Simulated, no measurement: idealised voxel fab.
Herein follows the process module entitled voxel lift off.
FYI the section here is cut, 215 nm wide, cells are 5 nm squares.
This document writes a cross-section as a grid whose cells are square, and gives it as bands, listed from the top down; one or more rows of cells form a band.
For a band, the entry starts with two heights in nm, that of the top and then that of the bottom, and carries on with the band's materials in order from left to right, each alongside its width in nm; the word "throughout" beside a single material means it fills the band edge to edge, and "blank" means empty space.
Height datum 0, below which the as-received substrate wafer is one material. Lowest band open at the bottom, running downward: "from 0 down".
Think of "30->40" as a width that walks from the first number to the second as you go down the band, top row to bottom row, taking equal-sized steps from row to row.
Where the words "nothing different" appear for a step, the cross-section shows no cell changed by that step; every cell remained as before.
Under "Fully sealed cavities" you'll find the enclosed gaps, the ones with no way out to the top, that are 8 cells or bigger; each reads width x height at distance, with distance counted from the left edge, everything in nm.
It should be noted that, on the line of a given step, the content following the step's settings is a remark produced by the simulator itself with respect to that step.
"overlay nm" on a masked step: distance the mask lay right of its planned place, negative for left.

-- This section lists the process steps that were planned
1: RECEIVE [material Si]
2: CONFORMAL_DEP [material Al2O3] [thk nm 5]
3: PATTERN [tone open] [mask id LINES] [material resist] [width nm 25] [pitch nm 40] [thk nm 20] [overlay nm 0]
4: DIRECTIONAL_DEP [material Ru] [thk nm 10]
5: STRIP [etch materials resist]
6: CONFORMAL_DEP [material SiCN] [thk nm 5]

-- first wafer, as planned

-- Cross-section: wafer on arrival = after step 1
- from 0 down: Si throughout
- Fully sealed cavities: none

-- Upon completion of step 2, the wafer appears in cross-section as shown
- from 5 to 0: Al2O3 throughout
- Below 0, no change.

-- Upon completion of step 3, the wafer appears in cross-section as shown
- from 25 to 5: 35 of resist, 25 of blank, 15 of resist, 25 of blank, 15 of resist, 25 of blank, 15 of resist, 25 of blank, 35 of resist
- Below 5, no change.

-- Upon completion of step 4, the wafer appears in cross-section as shown
- from 35 to 25: 35 of Ru, 25 of blank, 15 of Ru, 25 of blank, 15 of Ru, 25 of blank, 15 of Ru, 25 of blank, 35 of Ru
- from 25 to 15: 35 of resist, 25 of blank, 15 of resist, 25 of blank, 15 of resist, 25 of blank, 15 of resist, 25 of blank, 35 of resist
- from 15 to 5: 35 of resist, 25 of Ru, 15 of resist, 25 of Ru, 15 of resist, 25 of Ru, 15 of resist, 25 of Ru, 35 of resist
- Below 5, no change.

-- Upon completion of step 5, the wafer appears in cross-section as shown
- from 15 to 5: 35 of blank, 25 of Ru, 15 of blank, 25 of Ru, 15 of blank, 25 of Ru, 15 of blank, 25 of Ru, 35 of blank
- Below 5, no change.

-- Upon completion of step 6, the wafer appears in cross-section as shown
- from 20 to 15: 30 of blank, 35 of SiCN, 5 of blank, 35 of SiCN, 5 of blank, 35 of SiCN, 5 of blank, 35 of SiCN, 30 of blank
- from 15 to 10: 30 of blank, 5 of SiCN, 25 of Ru, 5 of SiCN, 5 of blank, 5 of SiCN, 25 of Ru, 5 of SiCN, 5 of blank, 5 of SiCN, 25 of Ru, 5 of SiCN, 5 of blank, 5 of SiCN, 25 of Ru, 5 of SiCN, 30 of blank
- from 10 to 5: 35 of SiCN, 25 of Ru, 15 of SiCN, 25 of Ru, 15 of SiCN, 25 of Ru, 15 of SiCN, 25 of Ru, 35 of SiCN
- Below 5, no change.

-- Second wafer: same start and same plan as the first, one execution error; identical to the first through step 2

-- Second wafer, section view, time point: scheduled end of step 3
- from 25 to 5: 45 of resist, 25 of blank, 15 of resist, 25 of blank, 15 of resist, 25 of blank, 15 of resist, 25 of blank, 25 of resist
- Below 5, no change.

-- Second wafer, section view, time point: scheduled end of step 4
- from 35 to 25: 45 of Ru, 25 of blank, 15 of Ru, 25 of blank, 15 of Ru, 25 of blank, 15 of Ru, 25 of blank, 25 of Ru
- from 25 to 15: 45 of resist, 25 of blank, 15 of resist, 25 of blank, 15 of resist, 25 of blank, 15 of resist, 25 of blank, 25 of resist
- from 15 to 5: 45 of resist, 25 of Ru, 15 of resist, 25 of Ru, 15 of resist, 25 of Ru, 15 of resist, 25 of Ru, 25 of resist
- Below 5, no change.

-- Second wafer, section view, time point: scheduled end of step 5
- from 15 to 5: 45 of blank, 25 of Ru, 15 of blank, 25 of Ru, 15 of blank, 25 of Ru, 15 of blank, 25 of Ru, 25 of blank
- Below 5, no change.

-- Second wafer, section view, time point: scheduled end of step 6
- from 20 to 15: 40 of blank, 35 of SiCN, 5 of blank, 35 of SiCN, 5 of blank, 35 of SiCN, 5 of blank, 35 of SiCN, 20 of blank
- from 15 to 10: 40 of blank, 5 of SiCN, 25 of Ru, 5 of SiCN, 5 of blank, 5 of SiCN, 25 of Ru, 5 of SiCN, 5 of blank, 5 of SiCN, 25 of Ru, 5 of SiCN, 5 of blank, 5 of SiCN, 25 of Ru, 5 of SiCN, 20 of blank
- from 10 to 5: 45 of SiCN, 25 of Ru, 15 of SiCN, 25 of Ru, 15 of SiCN, 25 of Ru, 15 of SiCN, 25 of Ru, 25 of SiCN
- Below 5, no change.
Here's what went sideways: step 3 was processed under conditions differing from the plan, specifically as PATTERN [tone open] [mask id LINES] [material resist] [width nm 25] [pitch nm 40] [thk nm 20] [overlay nm 10]
At the end, each material covers as many cells on the second wafer as it does on the first, though the cells it covers are elsewhere.
